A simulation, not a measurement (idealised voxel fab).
This section sets out a process module, namely voxel capacitor over wiring.
The figure presents cross-section cut, which has a width of 180 nm and is divided into square cells with an edge length of 5 nm.
The cross-sections in this document take the form of a grid made of square cells. They are written out as bands, in order from top to bottom. Each band consists of one or more rows of cells.
Top, bottom (nm), then materials left to right with widths (nm); lone material tagged "all across" fills the whole band edge to edge; "air" = empty space.
Height datum 0, below which the as-received substrate wafer is one material. Lowest band open at the bottom, running downward: "from 0 down".
A width given as "30->40" starts at the first number in the band's top row and ends at the second number in its bottom row, shifting by an equal amount at every step from row to row.
"nothing changed" -> step changed no cross-section cell.
So "Closed void table" is basically the list of trapped voids: any empty space of 8 cells or more that can't reach the top through an opening. They're written width x height at distance, the distance being from the left edge, and it's all nm.
That trailing text on a step's line, after the settings, is the simulator's own remark on the step.
A step line may carry the setting "overlay nm", which, for steps involving a mask, states the distance by which the mask lay to the right of its intended position; negative values denote displacement to the left.
The planned process steps are enumerated hereunder
1) RECEIVE | material Si
2) CONFORMAL_DEP | material SiO2 | thk nm 15
3) CONFORMAL_DEP | material SiN | thk nm 5
4) DIRECTIONAL_DEP | material lowk | thk nm 20
5) DIRECTIONAL_DEP | material aC | thk nm 10
6) PATTERN | tone open | mask id METAL_1 | material resist | width nm 25 | pitch nm 75 | thk nm 30 | overlay nm 0
7) DIRECTIONAL_ETCH | etch materials aC | depth nm 10
8) STRIP | etch materials resist
9) DIRECTIONAL_ETCH | etch materials lowk | depth nm 20
10) DIRECTIONAL_ETCH | etch materials SiN | depth nm 5
11) STRIP | etch materials aC
12) CONFORMAL_DEP | material TiN | thk nm 5
13) FILL_DEP | material W | thk nm 10
14) CMP | height nm 40
15) CONFORMAL_DEP | material SiCN | thk nm 5
16) DIRECTIONAL_DEP | material lowk | thk nm 15
17) DIRECTIONAL_DEP | material aC | thk nm 15
18) PATTERN | tone open | mask id PLUG_1 | material resist | width nm 15 | thk nm 35 | overlay nm 0
19) DIRECTIONAL_ETCH | etch materials aC | depth nm 15
20) STRIP | etch materials resist
21) DIRECTIONAL_ETCH | etch materials lowk | depth nm 15
22) DIRECTIONAL_ETCH | etch materials SiCN | depth nm 5
23) STRIP | etch materials aC
24) CONFORMAL_DEP | material TiN | thk nm 5
25) FILL_DEP | material Ru | thk nm 5
26) CMP | height nm 60
27) DIRECTIONAL_DEP | material TiN | thk nm 10
28) DIRECTIONAL_DEP | material Al2O3 | thk nm 5
29) DIRECTIONAL_DEP | material TiN | thk nm 5
30) PATTERN | tone cover | mask id UPPER_PLATE | material resist | width nm 55 | thk nm 20 | overlay nm 0
31) DIRECTIONAL_ETCH | etch materials TiN | depth nm 5
32) DIRECTIONAL_ETCH | etch materials Al2O3 | depth nm 5
33) STRIP | etch materials resist
34) PATTERN | tone cover | mask id LOWER_PLATE | material resist | width nm 65 | thk nm 20 | overlay nm 0
35) DIRECTIONAL_ETCH | etch materials TiN | depth nm 10
36) STRIP | etch materials resist
37) FILL_DEP | material SiO2 | thk nm 20
38) CMP | height nm 95
39) DIRECTIONAL_DEP | material aC | thk nm 15
40) PATTERN | tone open | mask id PLUG_2 | material resist | width nm 15 | thk nm 30 | overlay nm 0
41) DIRECTIONAL_ETCH | etch materials aC | depth nm 15
42) STRIP | etch materials resist
43) DIRECTIONAL_ETCH | etch materials SiO2 | depth nm 15
44) STRIP | etch materials aC
45) CONFORMAL_DEP | material TiN | thk nm 5
46) FILL_DEP | material Cu | thk nm 10
47) CMP | height nm 95
48) CONFORMAL_DEP | material SiN | thk nm 5
So, the first of our two wafers, run just as we planned it
Wafer at receipt (post step 1), cross-section
  from 0 down | Si all across
  Closed void table: none
Cross-sectional representation of the wafer at the conclusion of step 2
  from 15 to 0 | SiO2 all across
  Below 0, no change.
Cross-sectional representation of the wafer at the conclusion of step 3
  from 20 to 15 | SiN all across
  Below 15, no change.
Cross-sectional representation of the wafer at the conclusion of step 4
  from 40 to 20 | lowk all across
  Below 20, no change.
Cross-sectional representation of the wafer at the conclusion of step 5
  from 50 to 40 | aC all across
  Below 40, no change.
Cross-sectional representation of the wafer at the conclusion of step 6
  from 80 to 50 | resist: 40, then air: 25, then resist: 50, then air: 25, then resist: 40
  Below 50, no change.
Cross-sectional representation of the wafer at the conclusion of step 7
  from 70 to 50 | resist: 40, then air: 25, then resist: 50, then air: 25, then resist: 40
  from 50 to 40 | aC: 40, then air: 25, then aC: 50, then air: 25, then aC: 40
  Below 40, no change.
Cross-sectional representation of the wafer at the conclusion of step 8
  from 50 to 40 | aC: 40, then air: 25, then aC: 50, then air: 25, then aC: 40
  Below 40, no change.
Cross-sectional representation of the wafer at the conclusion of step 9
  from 50 to 40 | aC: 40, then air: 25, then aC: 50, then air: 25, then aC: 40
  from 40 to 20 | lowk: 40, then air: 25, then lowk: 50, then air: 25, then lowk: 40
  Below 20, no change.
Cross-sectional representation of the wafer at the conclusion of step 10
  from 50 to 40 | aC: 40, then air: 25, then aC: 50, then air: 25, then aC: 40
  from 40 to 20 | lowk: 40, then air: 25, then lowk: 50, then air: 25, then lowk: 40
  from 20 to 15 | SiN: 40, then air: 25, then SiN: 50, then air: 25, then SiN: 40
  Below 15, no change.
Cross-sectional representation of the wafer at the conclusion of step 11
  from 40 to 20 | lowk: 40, then air: 25, then lowk: 50, then air: 25, then lowk: 40
  Below 20, no change.
Cross-sectional representation of the wafer at the conclusion of step 12
  from 45 to 40 | TiN: 45, then air: 15, then TiN: 60, then air: 15, then TiN: 45
  from 40 to 20 | lowk: 40, then TiN: 5, then air: 15, then TiN: 5, then lowk: 50, then TiN: 5, then air: 15, then TiN: 5, then lowk: 40
  from 20 to 15 | SiN: 40, then TiN: 25, then SiN: 50, then TiN: 25, then SiN: 40
  Below 15, no change.
Cross-sectional representation of the wafer at the conclusion of step 13
  from 55 to 45 | W all across
  from 45 to 40 | TiN: 45, then W: 15, then TiN: 60, then W: 15, then TiN: 45
  from 40 to 20 | lowk: 40, then TiN: 5, then W: 15, then TiN: 5, then lowk: 50, then TiN: 5, then W: 15, then TiN: 5, then lowk: 40
  Below 20, no change.
Cross-sectional representation of the wafer at the conclusion of step 14
  from 40 to 20 | lowk: 40, then TiN: 5, then W: 15, then TiN: 5, then lowk: 50, then TiN: 5, then W: 15, then TiN: 5, then lowk: 40
  Below 20, no change.
Cross-sectional representation of the wafer at the conclusion of step 15
  from 45 to 40 | SiCN all across
  Below 40, no change.
Cross-sectional representation of the wafer at the conclusion of step 16
  from 60 to 45 | lowk all across
  Below 45, no change.
Cross-sectional representation of the wafer at the conclusion of step 17
  from 75 to 60 | aC all across
  Below 60, no change.
Cross-sectional representation of the wafer at the conclusion of step 18
  from 110 to 75 | resist: 50, then air: 15, then resist: 115
  Below 75, no change.
Cross-sectional representation of the wafer at the conclusion of step 19
  from 95 to 75 | resist: 50, then air: 15, then resist: 115
  from 75 to 60 | aC: 50, then air: 15, then aC: 115
  Below 60, no change.
Cross-sectional representation of the wafer at the conclusion of step 20
  from 75 to 60 | aC: 50, then air: 15, then aC: 115
  Below 60, no change.
Cross-sectional representation of the wafer at the conclusion of step 21
  from 75 to 60 | aC: 50, then air: 15, then aC: 115
  from 60 to 45 | lowk: 50, then air: 15, then lowk: 115
  Below 45, no change.
Cross-sectional representation of the wafer at the conclusion of step 22
  from 75 to 60 | aC: 50, then air: 15, then aC: 115
  from 60 to 45 | lowk: 50, then air: 15, then lowk: 115
  from 45 to 40 | SiCN: 50, then air: 15, then SiCN: 115
  Below 40, no change.
Cross-sectional representation of the wafer at the conclusion of step 23
  from 60 to 45 | lowk: 50, then air: 15, then lowk: 115
  Below 45, no change.
Cross-sectional representation of the wafer at the conclusion of step 24
  from 65 to 60 | TiN: 55, then air: 5, then TiN: 120
  from 60 to 45 | lowk: 50, then TiN: 5, then air: 5, then TiN: 5, then lowk: 115
  from 45 to 40 | SiCN: 50, then TiN: 15, then SiCN: 115
  Below 40, no change.
Cross-sectional representation of the wafer at the conclusion of step 25
  from 70 to 65 | Ru all across
  from 65 to 60 | TiN: 55, then Ru: 5, then TiN: 120
  from 60 to 45 | lowk: 50, then TiN: 5, then Ru: 5, then TiN: 5, then lowk: 115
  Below 45, no change.
Cross-sectional representation of the wafer at the conclusion of step 26
  from 60 to 45 | lowk: 50, then TiN: 5, then Ru: 5, then TiN: 5, then lowk: 115
  Below 45, no change.
Cross-sectional representation of the wafer at the conclusion of step 27
  from 70 to 60 | TiN all across
  Below 60, no change.
Cross-sectional representation of the wafer at the conclusion of step 28
  from 75 to 70 | Al2O3 all across
  Below 70, no change.
Cross-sectional representation of the wafer at the conclusion of step 29
  from 80 to 75 | TiN all across
  Below 75, no change.
Cross-sectional representation of the wafer at the conclusion of step 30
  from 100 to 80 | air: 50, then resist: 55, then air: 75
  Below 80, no change.
Cross-sectional representation of the wafer at the conclusion of step 31
  from 100 to 80 | air: 50, then resist: 55, then air: 75
  from 80 to 75 | air: 50, then TiN: 55, then air: 75
  Below 75, no change.
Cross-sectional representation of the wafer at the conclusion of step 32
  from 100 to 80 | air: 50, then resist: 55, then air: 75
  from 80 to 75 | air: 50, then TiN: 55, then air: 75
  from 75 to 70 | air: 50, then Al2O3: 55, then air: 75
  Below 70, no change.
Cross-sectional representation of the wafer at the conclusion of step 33
  from 80 to 75 | air: 50, then TiN: 55, then air: 75
  Below 75, no change.
Cross-sectional representation of the wafer at the conclusion of step 34
  from 100 to 80 | air: 45, then resist: 65, then air: 70
  from 80 to 75 | air: 45, then resist: 5, then TiN: 55, then resist: 5, then air: 70
  from 75 to 70 | air: 45, then resist: 5, then Al2O3: 55, then resist: 5, then air: 70
  Below 70, no change.
Cross-sectional representation of the wafer at the conclusion of step 35
  from 100 to 80 | air: 45, then resist: 65, then air: 70
  from 80 to 75 | air: 45, then resist: 5, then TiN: 55, then resist: 5, then air: 70
  from 75 to 70 | air: 45, then resist: 5, then Al2O3: 55, then resist: 5, then air: 70
  from 70 to 60 | air: 45, then TiN: 65, then air: 70
  Below 60, no change.
Cross-sectional representation of the wafer at the conclusion of step 36
  from 80 to 75 | air: 50, then TiN: 55, then air: 75
  from 75 to 70 | air: 50, then Al2O3: 55, then air: 75
  Below 70, no change.
Cross-sectional representation of the wafer at the conclusion of step 37
  from 100 to 80 | SiO2 all across
  from 80 to 75 | SiO2: 50, then TiN: 55, then SiO2: 75
  from 75 to 70 | SiO2: 50, then Al2O3: 55, then SiO2: 75
  from 70 to 60 | SiO2: 45, then TiN: 65, then SiO2: 70
  Below 60, no change.
Cross-sectional representation of the wafer at the conclusion of step 38
  from 95 to 80 | SiO2 all across
  Below 80, no change.
Cross-sectional representation of the wafer at the conclusion of step 39
  from 110 to 95 | aC all across
  Below 95, no change.
Cross-sectional representation of the wafer at the conclusion of step 40
  from 140 to 110 | resist: 60, then air: 15, then resist: 105
  Below 110, no change.
Cross-sectional representation of the wafer at the conclusion of step 41
  from 125 to 110 | resist: 60, then air: 15, then resist: 105
  from 110 to 95 | aC: 60, then air: 15, then aC: 105
  Below 95, no change.
Cross-sectional representation of the wafer at the conclusion of step 42
  from 110 to 95 | aC: 60, then air: 15, then aC: 105
  Below 95, no change.
Cross-sectional representation of the wafer at the conclusion of step 43
  from 110 to 95 | aC: 60, then air: 15, then aC: 105
  from 95 to 80 | SiO2: 60, then air: 15, then SiO2: 105
  Below 80, no change.
Cross-sectional representation of the wafer at the conclusion of step 44
  from 95 to 80 | SiO2: 60, then air: 15, then SiO2: 105
  Below 80, no change.
Cross-sectional representation of the wafer at the conclusion of step 45
  from 100 to 95 | TiN: 65, then air: 5, then TiN: 110
  from 95 to 85 | SiO2: 60, then TiN: 5, then air: 5, then TiN: 5, then SiO2: 105
  from 85 to 75 | SiO2: 60->50, then TiN: 15->55, then SiO2: 105->75
  Below 75, no change.
Cross-sectional representation of the wafer at the conclusion of step 46
  from 110 to 100 | Cu all across
  from 100 to 95 | TiN: 65, then Cu: 5, then TiN: 110
  from 95 to 85 | SiO2: 60, then TiN: 5, then Cu: 5, then TiN: 5, then SiO2: 105
  Below 85, no change.
Cross-sectional representation of the wafer at the conclusion of step 47
  from 95 to 85 | SiO2: 60, then TiN: 5, then Cu: 5, then TiN: 5, then SiO2: 105
  Below 85, no change.
Cross-sectional representation of the wafer at the conclusion of step 48
  from 100 to 95 | SiN all across
  Below 95, no change.
Second of two: same start, same plan, one run error; steps up to and including 29 match the first
Cross-sectional representation of the second wafer at the time designated in the plan for the completion of step 30
  from 100 to 80 | resist: 50, then air: 55, then resist: 75
  Below 80, no change.
Cross-sectional representation of the second wafer at the time designated in the plan for the completion of step 31
  from 100 to 80 | resist: 50, then air: 55, then resist: 75
  from 80 to 75 | TiN: 50, then air: 55, then TiN: 75
  Below 75, no change.
Cross-sectional representation of the second wafer at the time designated in the plan for the completion of step 32
  from 100 to 80 | resist: 50, then air: 55, then resist: 75
  from 80 to 75 | TiN: 50, then air: 55, then TiN: 75
  from 75 to 70 | Al2O3: 50, then air: 55, then Al2O3: 75
  Below 70, no change.
Cross-sectional representation of the second wafer at the time designated in the plan for the completion of step 33
  from 80 to 75 | TiN: 50, then air: 55, then TiN: 75
  Below 75, no change.
Cross-sectional representation of the second wafer at the time designated in the plan for the completion of step 34
  from 100 to 80 | air: 45, then resist: 65, then air: 70
  from 80 to 75 | TiN: 50, then resist: 55, then TiN: 75
  from 75 to 70 | Al2O3: 50, then resist: 55, then Al2O3: 75
  Below 70, no change.
Cross-sectional representation of the second wafer at the time designated in the plan for the completion of step 35
  from 100 to 80 | air: 45, then resist: 65, then air: 70
  from 80 to 75 | air: 45, then TiN: 5, then resist: 55, then TiN: 5, then air: 70
  Below 75, no change.
Cross-sectional representation of the second wafer at the time designated in the plan for the completion of step 36
  from 80 to 75 | air: 45, then TiN: 5, then air: 55, then TiN: 5, then air: 70
  from 75 to 70 | Al2O3: 50, then air: 55, then Al2O3: 75
  Below 70, no change.
Cross-sectional representation of the second wafer at the time designated in the plan for the completion of step 37
  from 100 to 80 | SiO2 all across
  from 80 to 75 | SiO2: 45, then TiN: 5, then SiO2: 55, then TiN: 5, then SiO2: 70
  from 75 to 70 | Al2O3: 50, then SiO2: 55, then Al2O3: 75
  Below 70, no change.
Cross-sectional representation of the second wafer at the time designated in the plan for the completion of step 38
  from 95 to 80 | SiO2 all across
  Below 80, no change.
Cross-sectional representation of the second wafer at the time designated in the plan for the completion of step 39
  from 110 to 95 | aC all across
  Below 95, no change.
Cross-sectional representation of the second wafer at the time designated in the plan for the completion of step 40
  from 140 to 110 | resist: 60, then air: 15, then resist: 105
  Below 110, no change.
Cross-sectional representation of the second wafer at the time designated in the plan for the completion of step 41
  from 125 to 110 | resist: 60, then air: 15, then resist: 105
  from 110 to 95 | aC: 60, then air: 15, then aC: 105
  Below 95, no change.
Cross-sectional representation of the second wafer at the time designated in the plan for the completion of step 42
  from 110 to 95 | aC: 60, then air: 15, then aC: 105
  Below 95, no change.
Cross-sectional representation of the second wafer at the time designated in the plan for the completion of step 43
  from 110 to 95 | aC: 60, then air: 15, then aC: 105
  from 95 to 80 | SiO2: 60, then air: 15, then SiO2: 105
  Below 80, no change.
Cross-sectional representation of the second wafer at the time designated in the plan for the completion of step 44
  from 95 to 80 | SiO2: 60, then air: 15, then SiO2: 105
  Below 80, no change.
Cross-sectional representation of the second wafer at the time designated in the plan for the completion of step 45
  from 100 to 95 | TiN: 65, then air: 5, then TiN: 110
  from 95 to 85 | SiO2: 60, then TiN: 5, then air: 5, then TiN: 5, then SiO2: 105
  from 85 to 80 | SiO2: 60, then TiN: 15, then SiO2: 105
  Below 80, no change.
Cross-sectional representation of the second wafer at the time designated in the plan for the completion of step 46
  from 110 to 100 | Cu all across
  from 100 to 95 | TiN: 65, then Cu: 5, then TiN: 110
  from 95 to 85 | SiO2: 60, then TiN: 5, then Cu: 5, then TiN: 5, then SiO2: 105
  Below 85, no change.
Cross-sectional representation of the second wafer at the time designated in the plan for the completion of step 47
  from 95 to 85 | SiO2: 60, then TiN: 5, then Cu: 5, then TiN: 5, then SiO2: 105
  Below 85, no change.
Cross-sectional representation of the second wafer at the time designated in the plan for the completion of step 48
  from 100 to 95 | SiN all across
  Below 95, no change.
Processing error: planned and actual differ for step 30; actual: PATTERN | tone open | mask id UPPER_PLATE | material resist | width nm 55 | thk nm 20 | overlay nm 0
Heads up, by the end the second wafer has more or fewer cells of some materials compared to the first: Al2O3 +14 | SiO2 -51 | TiN +37
